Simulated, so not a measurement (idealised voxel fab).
The document below concerns the process module designated voxel self aligned vias.
The cross-section shown here is cut; it is 170 nm wide and divided into square cells measuring 5 nm on a side.
Cross-section = grid of square cells, listed top down in bands; band = one or more rows. The entry gives the band's vertical extent as a top height and a bottom height in nm, then its horizontal make-up as materials from left to right, each with a width in nm. "air" stands for empty space; a single material marked "throughout" fills the band edge to edge. Heights are measured from 0, the level below which the as-received wafer is all one material; the lowest band has no bottom and continues downward, written as in "0 down". It should be noted that a width expressed as "30..40" varies in equal increments from row to row of cells within the band, taking the value of the first number at the top row and that of the second number at the bottom row. Any step labelled "nothing altered" changed none of the cells in the cross-section. Look at "Completely sealed voids" for the closed voids: empty spaces with no open path to the top, sized 8 cells or up. Each is width x height at distance, distance from the left edge, all nm. Anything after a step's settings on that line? It's the simulator's own note about the step. What "overlay nm" on a step's line means: if the step has a mask, that mask lay this far to the right of its planned place, or, when the value is negative, to the left.
[plan]
| 1 | RECEIVE,material Si |
| 2 | CONFORMAL_DEP,material SiO2,thk nm 10 |
| 3 | CONFORMAL_DEP,material SiCN,thk nm 5 |
| 4 | DIRECTIONAL_DEP,material lowk,thk nm 20 |
| 5 | MASKED_ETCH,tone open,mask id LINES,width nm 30,pitch nm 80,etch materials lowk,depth nm 20,overlay nm 0 |
| 6 | CONFORMAL_DEP,material TiN,thk nm 5 |
| 7 | FILL_DEP,material Ru,thk nm 10 |
| 8 | CMP,height nm 35 |
| 9 | SELECTIVE_ETCH,etch materials W Ru TiN,depth nm 5 |
| 10 | FILL_DEP,material SiN,thk nm 5 |
| 11 | CMP,height nm 35 |
| 12 | DIRECTIONAL_DEP,material lowk,thk nm 20 |
| 13 | DIRECTIONAL_DEP,material aC,thk nm 10 |
| 14 | PATTERN,tone open,mask id VIAS,material resist,width nm 50,thk nm 30,overlay nm 0 |
| 15 | DIRECTIONAL_ETCH,etch materials aC,depth nm 10 |
| 16 | STRIP,etch materials resist |
| 17 | DIRECTIONAL_ETCH,etch materials lowk,depth nm 20 |
| 18 | DIRECTIONAL_ETCH,etch materials SiN,depth nm 5 |
| 19 | STRIP,etch materials aC |
| 20 | CONFORMAL_DEP,material TiN,thk nm 5 |
| 21 | FILL_DEP,material Ru,thk nm 10 |
| 22 | CMP,height nm 55 |
| 23 | CONFORMAL_DEP,material SiCN,thk nm 5 |
[The first of two wafers, run as planned]
[This is the cross-section of the wafer as we received it, i.e. after step 1]
- 0 down | Si throughout
- Completely sealed voids: none
[Sectional view: wafer, after step 2]
- 10 to 0 | SiO2 throughout
- All layers under 0 are left as they were.
[Sectional view: wafer, after step 3]
- 15 to 10 | SiCN throughout
- All layers under 10 are left as they were.
[Sectional view: wafer, after step 4]
- 35 to 15 | lowk throughout
- All layers under 15 are left as they were.
[Sectional view: wafer, after step 5]
- 35 to 15 | 30 of lowk  30 of air  50 of lowk  30 of air  30 of lowk
- All layers under 15 are left as they were.
[Sectional view: wafer, after step 6]
- 40 to 35 | 35 of TiN  20 of air  60 of TiN  20 of air  35 of TiN
- 35 to 20 | 30 of lowk  5 of TiN  20 of air  5 of TiN  50 of lowk  5 of TiN  20 of air  5 of TiN  30 of lowk
- 20 to 15 | 30 of lowk  30 of TiN  50 of lowk  30 of TiN  30 of lowk
- All layers under 15 are left as they were.
[Sectional view: wafer, after step 7]
- 50 to 40 | Ru throughout
- 40 to 35 | 35 of TiN  20 of Ru  60 of TiN  20 of Ru  35 of TiN
- 35 to 20 | 30 of lowk  5 of TiN  20 of Ru  5 of TiN  50 of lowk  5 of TiN  20 of Ru  5 of TiN  30 of lowk
- All layers under 20 are left as they were.
[Sectional view: wafer, after step 8]
- 35 to 20 | 30 of lowk  5 of TiN  20 of Ru  5 of TiN  50 of lowk  5 of TiN  20 of Ru  5 of TiN  30 of lowk
- All layers under 20 are left as they were.
[Sectional view: wafer, after step 9]
- 35 to 30 | 30 of lowk  30 of air  50 of lowk  30 of air  30 of lowk
- All layers under 30 are left as they were.
[Sectional view: wafer, after step 10]
- 40 to 35 | SiN throughout
- 35 to 30 | 30 of lowk  30 of SiN  50 of lowk  30 of SiN  30 of lowk
- All layers under 30 are left as they were.
[Sectional view: wafer, after step 11]
- 35 to 30 | 30 of lowk  30 of SiN  50 of lowk  30 of SiN  30 of lowk
- All layers under 30 are left as they were.
[Sectional view: wafer, after step 12]
- 55 to 35 | lowk throughout
- All layers under 35 are left as they were.
[Sectional view: wafer, after step 13]
- 65 to 55 | aC throughout
- All layers under 55 are left as they were.
[Sectional view: wafer, after step 14]
- 95 to 65 | 20 of resist  50 of air  100 of resist
- All layers under 65 are left as they were.
[Sectional view: wafer, after step 15]
- 85 to 65 | 20 of resist  50 of air  100 of resist
- 65 to 55 | 20 of aC  50 of air  100 of aC
- All layers under 55 are left as they were.
[Sectional view: wafer, after step 16]
- 65 to 55 | 20 of aC  50 of air  100 of aC
- All layers under 55 are left as they were.
[Sectional view: wafer, after step 17]
- 65 to 55 | 20 of aC  50 of air  100 of aC
- 55 to 35 | 20 of lowk  50 of air  100 of lowk
- All layers under 35 are left as they were.
[Sectional view: wafer, after step 18]
- 65 to 55 | 20 of aC  50 of air  100 of aC
- 55 to 35 | 20 of lowk  50 of air  100 of lowk
- 35 to 30 | 30 of lowk  30 of air  50 of lowk  30 of SiN  30 of lowk
- All layers under 30 are left as they were.
[Sectional view: wafer, after step 19]
- 55 to 35 | 20 of lowk  50 of air  100 of lowk
- All layers under 35 are left as they were.
[Sectional view: wafer, after step 20]
- 60 to 55 | 25 of TiN  40 of air  105 of TiN
- 55 to 40 | 20 of lowk  5 of TiN  40 of air  5 of TiN  100 of lowk
- 40 to 35 | 20 of lowk  15 of TiN  20 of air  15 of TiN  100 of lowk
- 35 to 30 | 30 of lowk  30 of TiN  50 of lowk  30 of SiN  30 of lowk
- All layers under 30 are left as they were.
[Sectional view: wafer, after step 21]
- 70 to 60 | Ru throughout
- 60 to 55 | 25 of TiN  40 of Ru  105 of TiN
- 55 to 40 | 20 of lowk  5 of TiN  40 of Ru  5 of TiN  100 of lowk
- 40 to 35 | 20 of lowk  15 of TiN  20 of Ru  15 of TiN  100 of lowk
- All layers under 35 are left as they were.
[Sectional view: wafer, after step 22]
- 55 to 40 | 20 of lowk  5 of TiN  40 of Ru  5 of TiN  100 of lowk
- All layers under 40 are left as they were.
[Sectional view: wafer, after step 23]
- 60 to 55 | SiCN throughout
- All layers under 55 are left as they were.
[Wafer two of two - same starting point, same process plan, one mistake in execution; matches wafer one up to and including step 8]
[Cross-section of the second wafer at the time by which step 9 should have been completed according to the plan]
- 35 to 30 | 30 of air  5 of TiN  20 of Ru  5 of TiN  50 of air  5 of TiN  20 of Ru  5 of TiN  30 of air
- All layers under 30 are left as they were.
[Cross-section of the second wafer at the time by which step 10 should have been completed according to the plan]
- 40 to 35 | SiN throughout
- 35 to 30 | 30 of SiN  5 of TiN  20 of Ru  5 of TiN  50 of SiN  5 of TiN  20 of Ru  5 of TiN  30 of SiN
- All layers under 30 are left as they were.
[Cross-section of the second wafer at the time by which step 11 should have been completed according to the plan]
- 35 to 30 | 30 of SiN  5 of TiN  20 of Ru  5 of TiN  50 of SiN  5 of TiN  20 of Ru  5 of TiN  30 of SiN
- All layers under 30 are left as they were.
[Cross-section of the second wafer at the time by which step 12 should have been completed according to the plan]
- 55 to 35 | lowk throughout
- All layers under 35 are left as they were.
[Cross-section of the second wafer at the time by which step 13 should have been completed according to the plan]
- 65 to 55 | aC throughout
- All layers under 55 are left as they were.
[Cross-section of the second wafer at the time by which step 14 should have been completed according to the plan]
- 95 to 65 | 20 of resist  50 of air  100 of resist
- All layers under 65 are left as they were.
[Cross-section of the second wafer at the time by which step 15 should have been completed according to the plan]
- 85 to 65 | 20 of resist  50 of air  100 of resist
- 65 to 55 | 20 of aC  50 of air  100 of aC
- All layers under 55 are left as they were.
[Cross-section of the second wafer at the time by which step 16 should have been completed according to the plan]
- 65 to 55 | 20 of aC  50 of air  100 of aC
- All layers under 55 are left as they were.
[Cross-section of the second wafer at the time by which step 17 should have been completed according to the plan]
- 65 to 55 | 20 of aC  50 of air  100 of aC
- 55 to 35 | 20 of lowk  50 of air  100 of lowk
- All layers under 35 are left as they were.
[Cross-section of the second wafer at the time by which step 18 should have been completed according to the plan]
- 65 to 55 | 20 of aC  50 of air  100 of aC
- 55 to 35 | 20 of lowk  50 of air  100 of lowk
- 35 to 30 | 20 of SiN  10 of air  5 of TiN  20 of Ru  5 of TiN  10 of air  40 of SiN  5 of TiN  20 of Ru  5 of TiN  30 of SiN
- All layers under 30 are left as they were.
[Cross-section of the second wafer at the time by which step 19 should have been completed according to the plan]
- 55 to 35 | 20 of lowk  50 of air  100 of lowk
- All layers under 35 are left as they were.
[Cross-section of the second wafer at the time by which step 20 should have been completed according to the plan]
- 60 to 55 | 25 of TiN  40 of air  105 of TiN
- 55 to 40 | 20 of lowk  5 of TiN  40 of air  5 of TiN  100 of lowk
- 40 to 35 | 20 of lowk  50 of TiN  100 of lowk
- 35 to 30 | 20 of SiN  15 of TiN  20 of Ru  15 of TiN  40 of SiN  5 of TiN  20 of Ru  5 of TiN  30 of SiN
- All layers under 30 are left as they were.
[Cross-section of the second wafer at the time by which step 21 should have been completed according to the plan]
- 70 to 60 | Ru throughout
- 60 to 55 | 25 of TiN  40 of Ru  105 of TiN
- 55 to 40 | 20 of lowk  5 of TiN  40 of Ru  5 of TiN  100 of lowk
- All layers under 40 are left as they were.
[Cross-section of the second wafer at the time by which step 22 should have been completed according to the plan]
- 55 to 40 | 20 of lowk  5 of TiN  40 of Ru  5 of TiN  100 of lowk
- All layers under 40 are left as they were.
[Cross-section of the second wafer at the time by which step 23 should have been completed according to the plan]
- 60 to 55 | SiCN throughout
- All layers under 55 are left as they were.
What was done differently from what was planned? step 9, actual vs plan mismatch, actual run SELECTIVE_ETCH,etch materials lowk,depth nm 5
Materials where the second wafer ends with more or fewer cells than the first: +4 Ru; +12 SiN; +6 TiN; -22 lowk
